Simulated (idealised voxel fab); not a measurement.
process module | voxel wiring stack
cross-section cut | 250 nm wide | cells 5 nm
A cross-section is a grid of square cells, given in bands from the top down. A band is one or more rows of cells.
Each band's line starts with the height of the band's top and of its bottom, in nm. Then come its materials from left to right, each with its width in nm. One material with "throughout" fills the band from edge to edge. "air" is empty space.
Height 0 is the level under which the wafer as received is all one material. The lowest band goes on downwards, as in "0 down".
A width such as "30 to 40" changes by the same amount from each row of cells to the next, from the band's top row to its bottom row.
"no change" after a step means that no cell of the cross-section changed.
closed voids: empty space of 8 cells or more with no open way to the top, each as width x height at its distance from the left edge, in nm
after a step's settings: what the simulator itself notes on the step
overlay nm, on a step with a mask: how far to the right of its planned place the mask lay; to the left if negative
plan
1 op RECEIVE | material Si
2 op CONFORMAL_DEP | material SiO2 | thk nm 15
3 op CONFORMAL_DEP | material SiN | thk nm 5
4 op DIRECTIONAL_DEP | material lowk | thk nm 25
5 op DIRECTIONAL_DEP | material aC | thk nm 10
6 op PATTERN | tone open | mask id METAL_1 | material resist | width nm 25 | pitch nm 45 | thk nm 25 | overlay nm 0
7 op DIRECTIONAL_ETCH | etch materials aC | depth nm 10
8 op STRIP | etch materials resist
9 op DIRECTIONAL_ETCH | etch materials lowk | depth nm 25
10 op DIRECTIONAL_ETCH | etch materials SiN | depth nm 5
11 op STRIP | etch materials aC
12 op CONFORMAL_DEP | material TiN | thk nm 5
13 op FILL_DEP | material W | thk nm 10
14 op CMP | height nm 45
15 op CONFORMAL_DEP | material SiCN | thk nm 5
16 op DIRECTIONAL_DEP | material lowk | thk nm 20
17 op MASKED_ETCH | tone open | mask id PLUG_1 | width nm 15 | pitch nm 90 | etch materials lowk | depth nm 20 | overlay nm 0
18 op MASKED_ETCH | tone open | mask id PLUG_1 | width nm 15 | pitch nm 90 | etch materials SiCN | depth nm 5 | overlay nm 0
19 op EPI | material Ru | thk nm 10
20 op EPI | material Ru | thk nm 10
21 op EPI | material Ru | thk nm 5
22 op CONFORMAL_DEP | material SiN | thk nm 5
23 op DIRECTIONAL_DEP | material lowk | thk nm 25
24 op MASKED_ETCH | tone open | mask id METAL_2 | width nm 25 | pitch nm 45 | etch materials lowk | depth nm 25 | overlay nm 0
25 op MASKED_ETCH | tone open | mask id METAL_2 | width nm 25 | pitch nm 45 | etch materials SiN | depth nm 5 | overlay nm 0
26 op CONFORMAL_DEP | material TiN | thk nm 5
27 op FILL_DEP | material Ru | thk nm 10
28 op CMP | height nm 100
29 op CONFORMAL_DEP | material SiCN | thk nm 5
30 op DIRECTIONAL_DEP | material lowk | thk nm 10
31 op PATTERN | tone open | mask id PLUG_2 | material resist | width nm 15 | pitch nm 45 | thk nm 20 | overlay nm 0
32 op DIRECTIONAL_ETCH | etch materials lowk | depth nm 10
33 op DIRECTIONAL_ETCH | etch materials SiCN | depth nm 5
34 op STRIP | etch materials resist
35 op CONFORMAL_DEP | material TiN | thk nm 5
36 op FILL_DEP | material W | thk nm 10
37 op CMP | height nm 115
38 op DIRECTIONAL_DEP | material TiN | thk nm 5
39 op DIRECTIONAL_DEP | material W | thk nm 15
40 op DIRECTIONAL_DEP | material aC | thk nm 10
41 op PATTERN | tone cover | mask id METAL_3 | material resist | width nm 25 | pitch nm 45 | thk nm 30 | overlay nm 0
42 op DIRECTIONAL_ETCH | etch materials aC | depth nm 10
43 op STRIP | etch materials resist
44 op DIRECTIONAL_ETCH | etch materials W | depth nm 15
45 op DIRECTIONAL_ETCH | etch materials TiN | depth nm 5
46 op STRIP | etch materials aC
47 op FILL_DEP | material lowk | thk nm 10
48 op CMP | height nm 135
49 op CONFORMAL_DEP | material SiN | thk nm 5
first wafer, as planned
as received, after step 1
  0 down: Si throughout
  closed voids: none
after step 2
  15 to 0: SiO2 throughout
  below 0: unchanged
after step 3
  20 to 15: SiN throughout
  below 15: unchanged
after step 4
  45 to 20: lowk throughout
  below 20: unchanged
after step 5
  55 to 45: aC throughout
  below 45: unchanged
after step 6
  80 to 55: resist 45 | air 25 | resist 20 | air 25 | resist 20 | air 25 | resist 20 | air 25 | resist 45
  below 55: unchanged
after step 7
  70 to 55: resist 45 | air 25 | resist 20 | air 25 | resist 20 | air 25 | resist 20 | air 25 | resist 45
  55 to 45: aC 45 | air 25 | aC 20 | air 25 | aC 20 | air 25 | aC 20 | air 25 | aC 45
  below 45: unchanged
after step 8
  55 to 45: aC 45 | air 25 | aC 20 | air 25 | aC 20 | air 25 | aC 20 | air 25 | aC 45
  below 45: unchanged
after step 9
  55 to 45: aC 45 | air 25 | aC 20 | air 25 | aC 20 | air 25 | aC 20 | air 25 | aC 45
  45 to 20: lowk 45 | air 25 | lowk 20 | air 25 | lowk 20 | air 25 | lowk 20 | air 25 | lowk 45
  below 20: unchanged
after step 10
  55 to 45: aC 45 | air 25 | aC 20 | air 25 | aC 20 | air 25 | aC 20 | air 25 | aC 45
  45 to 20: lowk 45 | air 25 | lowk 20 | air 25 | lowk 20 | air 25 | lowk 20 | air 25 | lowk 45
  20 to 15: SiN 45 | air 25 | SiN 20 | air 25 | SiN 20 | air 25 | SiN 20 | air 25 | SiN 45
  below 15: unchanged
after step 11
  45 to 20: lowk 45 | air 25 | lowk 20 | air 25 | lowk 20 | air 25 | lowk 20 | air 25 | lowk 45
  below 20: unchanged
after step 12
  50 to 45: TiN 50 | air 15 | TiN 30 | air 15 | TiN 30 | air 15 | TiN 30 | air 15 | TiN 50
  45 to 20: lowk 45 | TiN 5 | air 15 | TiN 5 | lowk 20 | TiN 5 | air 15 | TiN 5 | lowk 20 | TiN 5 | air 15 | TiN 5 | lowk 20 | TiN 5 | air 15 | TiN 5 | lowk 45
  20 to 15: SiN 45 | TiN 25 | SiN 20 | TiN 25 | SiN 20 | TiN 25 | SiN 20 | TiN 25 | SiN 45
  below 15: unchanged
after step 13
  60 to 50: W throughout
  50 to 45: TiN 50 | W 15 | TiN 30 | W 15 | TiN 30 | W 15 | TiN 30 | W 15 | TiN 50
  45 to 20: lowk 45 | TiN 5 | W 15 | TiN 5 | lowk 20 | TiN 5 | W 15 | TiN 5 | lowk 20 | TiN 5 | W 15 | TiN 5 | lowk 20 | TiN 5 | W 15 | TiN 5 | lowk 45
  below 20: unchanged
after step 14
  45 to 20: lowk 45 | TiN 5 | W 15 | TiN 5 | lowk 20 | TiN 5 | W 15 | TiN 5 | lowk 20 | TiN 5 | W 15 | TiN 5 | lowk 20 | TiN 5 | W 15 | TiN 5 | lowk 45
  below 20: unchanged
after step 15
  50 to 45: SiCN throughout
  below 45: unchanged
after step 16
  70 to 50: lowk throughout
  below 50: unchanged
after step 17
  70 to 50: lowk 45 | air 15 | lowk 75 | air 15 | lowk 100
  below 50: unchanged
after step 18
  70 to 50: lowk 45 | air 15 | lowk 75 | air 15 | lowk 100
  50 to 45: SiCN 45 | air 15 | SiCN 75 | air 15 | SiCN 100
  below 45: unchanged
after step 19
  70 to 55: lowk 45 | air 15 | lowk 75 | air 15 | lowk 100
  55 to 50: lowk 45 | Ru 15 | lowk 75 | Ru 15 | lowk 100
  50 to 45: SiCN 45 | Ru 15 | SiCN 75 | Ru 15 | SiCN 100
  below 45: unchanged
after step 20
  70 to 65: lowk 45 | air 15 | lowk 75 | air 15 | lowk 100
  65 to 50: lowk 45 | Ru 15 | lowk 75 | Ru 15 | lowk 100
  below 50: unchanged
after step 21
  70 to 50: lowk 45 | Ru 15 | lowk 75 | Ru 15 | lowk 100
  below 50: unchanged
after step 22
  75 to 70: SiN throughout
  below 70: unchanged
after step 23
  100 to 75: lowk throughout
  below 75: unchanged
after step 24
  100 to 75: lowk 45 | air 25 | lowk 20 | air 25 | lowk 20 | air 25 | lowk 20 | air 25 | lowk 45
  below 75: unchanged
after step 25
  100 to 75: lowk 45 | air 25 | lowk 20 | air 25 | lowk 20 | air 25 | lowk 20 | air 25 | lowk 45
  75 to 70: SiN 45 | air 25 | SiN 20 | air 25 | SiN 20 | air 25 | SiN 20 | air 25 | SiN 45
  below 70: unchanged
after step 26
  105 to 100: TiN 50 | air 15 | TiN 30 | air 15 | TiN 30 | air 15 | TiN 30 | air 15 | TiN 50
  100 to 75: lowk 45 | TiN 5 | air 15 | TiN 5 | lowk 20 | TiN 5 | air 15 | TiN 5 | lowk 20 | TiN 5 | air 15 | TiN 5 | lowk 20 | TiN 5 | air 15 | TiN 5 | lowk 45
  75 to 70: SiN 45 | TiN 25 | SiN 20 | TiN 25 | SiN 20 | TiN 25 | SiN 20 | TiN 25 | SiN 45
  below 70: unchanged
after step 27
  115 to 105: Ru throughout
  105 to 100: TiN 50 | Ru 15 | TiN 30 | Ru 15 | TiN 30 | Ru 15 | TiN 30 | Ru 15 | TiN 50
  100 to 75: lowk 45 | TiN 5 | Ru 15 | TiN 5 | lowk 20 | TiN 5 | Ru 15 | TiN 5 | lowk 20 | TiN 5 | Ru 15 | TiN 5 | lowk 20 | TiN 5 | Ru 15 | TiN 5 | lowk 45
  below 75: unchanged
after step 28
  100 to 75: lowk 45 | TiN 5 | Ru 15 | TiN 5 | lowk 20 | TiN 5 | Ru 15 | TiN 5 | lowk 20 | TiN 5 | Ru 15 | TiN 5 | lowk 20 | TiN 5 | Ru 15 | TiN 5 | lowk 45
  below 75: unchanged
after step 29
  105 to 100: SiCN throughout
  below 100: unchanged
after step 30
  115 to 105: lowk throughout
  below 105: unchanged
after step 31
  135 to 115: resist 45 | air 15 | resist 30 | air 15 | resist 30 | air 15 | resist 30 | air 15 | resist 55
  below 115: unchanged
after step 32
  135 to 115: resist 45 | air 15 | resist 30 | air 15 | resist 30 | air 15 | resist 30 | air 15 | resist 55
  115 to 105: lowk 45 | air 15 | lowk 30 | air 15 | lowk 30 | air 15 | lowk 30 | air 15 | lowk 55
  below 105: unchanged
after step 33
  135 to 115: resist 45 | air 15 | resist 30 | air 15 | resist 30 | air 15 | resist 30 | air 15 | resist 55
  115 to 105: lowk 45 | air 15 | lowk 30 | air 15 | lowk 30 | air 15 | lowk 30 | air 15 | lowk 55
  105 to 100: SiCN 45 | air 15 | SiCN 30 | air 15 | SiCN 30 | air 15 | SiCN 30 | air 15 | SiCN 55
  below 100: unchanged
after step 34
  115 to 105: lowk 45 | air 15 | lowk 30 | air 15 | lowk 30 | air 15 | lowk 30 | air 15 | lowk 55
  below 105: unchanged
after step 35
  120 to 115: TiN 50 | air 5 | TiN 40 | air 5 | TiN 40 | air 5 | TiN 40 | air 5 | TiN 60
  115 to 105: lowk 45 | TiN 5 | air 5 | TiN 5 | lowk 30 | TiN 5 | air 5 | TiN 5 | lowk 30 | TiN 5 | air 5 | TiN 5 | lowk 30 | TiN 5 | air 5 | TiN 5 | lowk 55
  105 to 100: SiCN 45 | TiN 15 | SiCN 30 | TiN 15 | SiCN 30 | TiN 15 | SiCN 30 | TiN 15 | SiCN 55
  below 100: unchanged
after step 36
  130 to 120: W throughout
  120 to 115: TiN 50 | W 5 | TiN 40 | W 5 | TiN 40 | W 5 | TiN 40 | W 5 | TiN 60
  115 to 105: lowk 45 | TiN 5 | W 5 | TiN 5 | lowk 30 | TiN 5 | W 5 | TiN 5 | lowk 30 | TiN 5 | W 5 | TiN 5 | lowk 30 | TiN 5 | W 5 | TiN 5 | lowk 55
  below 105: unchanged
after step 37
  115 to 105: lowk 45 | TiN 5 | W 5 | TiN 5 | lowk 30 | TiN 5 | W 5 | TiN 5 | lowk 30 | TiN 5 | W 5 | TiN 5 | lowk 30 | TiN 5 | W 5 | TiN 5 | lowk 55
  below 105: unchanged
after step 38
  120 to 115: TiN throughout
  below 115: unchanged
after step 39
  135 to 120: W throughout
  below 120: unchanged
after step 40
  145 to 135: aC throughout
  below 135: unchanged
after step 41
  175 to 145: air 45 | resist 25 | air 20 | resist 25 | air 20 | resist 25 | air 20 | resist 25 | air 45
  below 145: unchanged
after step 42
  165 to 145: air 45 | resist 25 | air 20 | resist 25 | air 20 | resist 25 | air 20 | resist 25 | air 45
  145 to 135: air 45 | aC 25 | air 20 | aC 25 | air 20 | aC 25 | air 20 | aC 25 | air 45
  below 135: unchanged
after step 43
  145 to 135: air 45 | aC 25 | air 20 | aC 25 | air 20 | aC 25 | air 20 | aC 25 | air 45
  below 135: unchanged
after step 44
  145 to 135: air 45 | aC 25 | air 20 | aC 25 | air 20 | aC 25 | air 20 | aC 25 | air 45
  135 to 120: air 45 | W 25 | air 20 | W 25 | air 20 | W 25 | air 20 | W 25 | air 45
  below 120: unchanged
after step 45
  145 to 135: air 45 | aC 25 | air 20 | aC 25 | air 20 | aC 25 | air 20 | aC 25 | air 45
  135 to 120: air 45 | W 25 | air 20 | W 25 | air 20 | W 25 | air 20 | W 25 | air 45
  120 to 115: air 45 | TiN 25 | air 20 | TiN 25 | air 20 | TiN 25 | air 20 | TiN 25 | air 45
  below 115: unchanged
after step 46
  135 to 120: air 45 | W 25 | air 20 | W 25 | air 20 | W 25 | air 20 | W 25 | air 45
  below 120: unchanged
after step 47
  145 to 135: lowk throughout
  135 to 120: lowk 45 | W 25 | lowk 20 | W 25 | lowk 20 | W 25 | lowk 20 | W 25 | lowk 45
  120 to 115: lowk 45 | TiN 25 | lowk 20 | TiN 25 | lowk 20 | TiN 25 | lowk 20 | TiN 25 | lowk 45
  below 115: unchanged
after step 48
  135 to 120: lowk 45 | W 25 | lowk 20 | W 25 | lowk 20 | W 25 | lowk 20 | W 25 | lowk 45
  below 120: unchanged
after step 49
  140 to 135: SiN throughout
  below 135: unchanged
second wafer: like start, like plan, one mistake. Through step 14 it matches the first wafer
when step 15 should have ended
  65 to 45: lowk throughout
  below 45: unchanged
when step 16 should have ended
  70 to 65: SiCN throughout
  below 65: unchanged
when step 17 should have ended: no change
when step 18 should have ended
  70 to 65: SiCN 45 | air 15 | SiCN 75 | air 15 | SiCN 100
  below 65: unchanged
when step 19 should have ended: no change
when step 20 should have ended: no change
when step 21 should have ended: no change
when step 22 should have ended
  75 to 70: SiN 50 | air 5 | SiN 85 | air 5 | SiN 105
  70 to 65: SiCN 45 | SiN 15 | SiCN 75 | SiN 15 | SiCN 100
  below 65: unchanged
when step 23 should have ended
  100 to 95: lowk 50 | air 5 | lowk 85 | air 5 | lowk 105
  95 to 75: lowk throughout
  75 to 70: SiN 50 | lowk 5 | SiN 85 | lowk 5 | SiN 105
  below 70: unchanged
when step 24 should have ended
  100 to 75: lowk 45 | air 25 | lowk 20 | air 25 | lowk 20 | air 25 | lowk 20 | air 25 | lowk 45
  75 to 70: SiN 50 | air 5 | SiN 85 | air 5 | SiN 105
  below 70: unchanged
when step 25 should have ended
  100 to 75: lowk 45 | air 25 | lowk 20 | air 25 | lowk 20 | air 25 | lowk 20 | air 25 | lowk 45
  75 to 70: SiN 45 | air 25 | SiN 20 | air 25 | SiN 20 | air 25 | SiN 20 | air 25 | SiN 45
  70 to 65: SiCN 45 | SiN 5 | air 5 | SiN 5 | SiCN 75 | SiN 5 | air 5 | SiN 5 | SiCN 100
  below 65: unchanged
when step 26 should have ended
  105 to 100: TiN 50 | air 15 | TiN 30 | air 15 | TiN 30 | air 15 | TiN 30 | air 15 | TiN 50
  100 to 75: lowk 45 | TiN 5 | air 15 | TiN 5 | lowk 20 | TiN 5 | air 15 | TiN 5 | lowk 20 | TiN 5 | air 15 | TiN 5 | lowk 20 | TiN 5 | air 15 | TiN 5 | lowk 45
  75 to 70: SiN 45 | TiN 25 | SiN 20 | TiN 25 | SiN 20 | TiN 25 | SiN 20 | TiN 25 | SiN 45
  70 to 65: SiCN 45 | SiN 5 | TiN 5 | SiN 5 | SiCN 75 | SiN 5 | TiN 5 | SiN 5 | SiCN 100
  below 65: unchanged
when step 27 should have ended
  115 to 105: Ru throughout
  105 to 100: TiN 50 | Ru 15 | TiN 30 | Ru 15 | TiN 30 | Ru 15 | TiN 30 | Ru 15 | TiN 50
  100 to 75: lowk 45 | TiN 5 | Ru 15 | TiN 5 | lowk 20 | TiN 5 | Ru 15 | TiN 5 | lowk 20 | TiN 5 | Ru 15 | TiN 5 | lowk 20 | TiN 5 | Ru 15 | TiN 5 | lowk 45
  below 75: unchanged
when step 28 should have ended
  100 to 75: lowk 45 | TiN 5 | Ru 15 | TiN 5 | lowk 20 | TiN 5 | Ru 15 | TiN 5 | lowk 20 | TiN 5 | Ru 15 | TiN 5 | lowk 20 | TiN 5 | Ru 15 | TiN 5 | lowk 45
  below 75: unchanged
when step 29 should have ended
  105 to 100: SiCN throughout
  below 100: unchanged
when step 30 should have ended
  115 to 105: lowk throughout
  below 105: unchanged
when step 31 should have ended
  135 to 115: resist 45 | air 15 | resist 30 | air 15 | resist 30 | air 15 | resist 30 | air 15 | resist 55
  below 115: unchanged
when step 32 should have ended
  135 to 115: resist 45 | air 15 | resist 30 | air 15 | resist 30 | air 15 | resist 30 | air 15 | resist 55
  115 to 105: lowk 45 | air 15 | lowk 30 | air 15 | lowk 30 | air 15 | lowk 30 | air 15 | lowk 55
  below 105: unchanged
when step 33 should have ended
  135 to 115: resist 45 | air 15 | resist 30 | air 15 | resist 30 | air 15 | resist 30 | air 15 | resist 55
  115 to 105: lowk 45 | air 15 | lowk 30 | air 15 | lowk 30 | air 15 | lowk 30 | air 15 | lowk 55
  105 to 100: SiCN 45 | air 15 | SiCN 30 | air 15 | SiCN 30 | air 15 | SiCN 30 | air 15 | SiCN 55
  below 100: unchanged
when step 34 should have ended
  115 to 105: lowk 45 | air 15 | lowk 30 | air 15 | lowk 30 | air 15 | lowk 30 | air 15 | lowk 55
  below 105: unchanged
when step 35 should have ended
  120 to 115: TiN 50 | air 5 | TiN 40 | air 5 | TiN 40 | air 5 | TiN 40 | air 5 | TiN 60
  115 to 105: lowk 45 | TiN 5 | air 5 | TiN 5 | lowk 30 | TiN 5 | air 5 | TiN 5 | lowk 30 | TiN 5 | air 5 | TiN 5 | lowk 30 | TiN 5 | air 5 | TiN 5 | lowk 55
  105 to 100: SiCN 45 | TiN 15 | SiCN 30 | TiN 15 | SiCN 30 | TiN 15 | SiCN 30 | TiN 15 | SiCN 55
  below 100: unchanged
when step 36 should have ended
  130 to 120: W throughout
  120 to 115: TiN 50 | W 5 | TiN 40 | W 5 | TiN 40 | W 5 | TiN 40 | W 5 | TiN 60
  115 to 105: lowk 45 | TiN 5 | W 5 | TiN 5 | lowk 30 | TiN 5 | W 5 | TiN 5 | lowk 30 | TiN 5 | W 5 | TiN 5 | lowk 30 | TiN 5 | W 5 | TiN 5 | lowk 55
  below 105: unchanged
when step 37 should have ended
  115 to 105: lowk 45 | TiN 5 | W 5 | TiN 5 | lowk 30 | TiN 5 | W 5 | TiN 5 | lowk 30 | TiN 5 | W 5 | TiN 5 | lowk 30 | TiN 5 | W 5 | TiN 5 | lowk 55
  below 105: unchanged
when step 38 should have ended
  120 to 115: TiN throughout
  below 115: unchanged
when step 39 should have ended
  135 to 120: W throughout
  below 120: unchanged
when step 40 should have ended
  145 to 135: aC throughout
  below 135: unchanged
when step 41 should have ended
  175 to 145: air 45 | resist 25 | air 20 | resist 25 | air 20 | resist 25 | air 20 | resist 25 | air 45
  below 145: unchanged
when step 42 should have ended
  165 to 145: air 45 | resist 25 | air 20 | resist 25 | air 20 | resist 25 | air 20 | resist 25 | air 45
  145 to 135: air 45 | aC 25 | air 20 | aC 25 | air 20 | aC 25 | air 20 | aC 25 | air 45
  below 135: unchanged
when step 43 should have ended
  145 to 135: air 45 | aC 25 | air 20 | aC 25 | air 20 | aC 25 | air 20 | aC 25 | air 45
  below 135: unchanged
when step 44 should have ended
  145 to 135: air 45 | aC 25 | air 20 | aC 25 | air 20 | aC 25 | air 20 | aC 25 | air 45
  135 to 120: air 45 | W 25 | air 20 | W 25 | air 20 | W 25 | air 20 | W 25 | air 45
  below 120: unchanged
when step 45 should have ended
  145 to 135: air 45 | aC 25 | air 20 | aC 25 | air 20 | aC 25 | air 20 | aC 25 | air 45
  135 to 120: air 45 | W 25 | air 20 | W 25 | air 20 | W 25 | air 20 | W 25 | air 45
  120 to 115: air 45 | TiN 25 | air 20 | TiN 25 | air 20 | TiN 25 | air 20 | TiN 25 | air 45
  below 115: unchanged
when step 46 should have ended
  135 to 120: air 45 | W 25 | air 20 | W 25 | air 20 | W 25 | air 20 | W 25 | air 45
  below 120: unchanged
when step 47 should have ended
  145 to 135: lowk throughout
  135 to 120: lowk 45 | W 25 | lowk 20 | W 25 | lowk 20 | W 25 | lowk 20 | W 25 | lowk 45
  120 to 115: lowk 45 | TiN 25 | lowk 20 | TiN 25 | lowk 20 | TiN 25 | lowk 20 | TiN 25 | lowk 45
  below 115: unchanged
when step 48 should have ended
  135 to 120: lowk 45 | W 25 | lowk 20 | W 25 | lowk 20 | W 25 | lowk 20 | W 25 | lowk 45
  below 120: unchanged
when step 49 should have ended
  140 to 135: SiN throughout
  below 135: unchanged
what went wrong: steps 15 and 16 were swapped
at the end the second wafer has, in cells: 30 fewer of Ru | 4 more of SiN | 2 more of TiN | 24 more of lowk
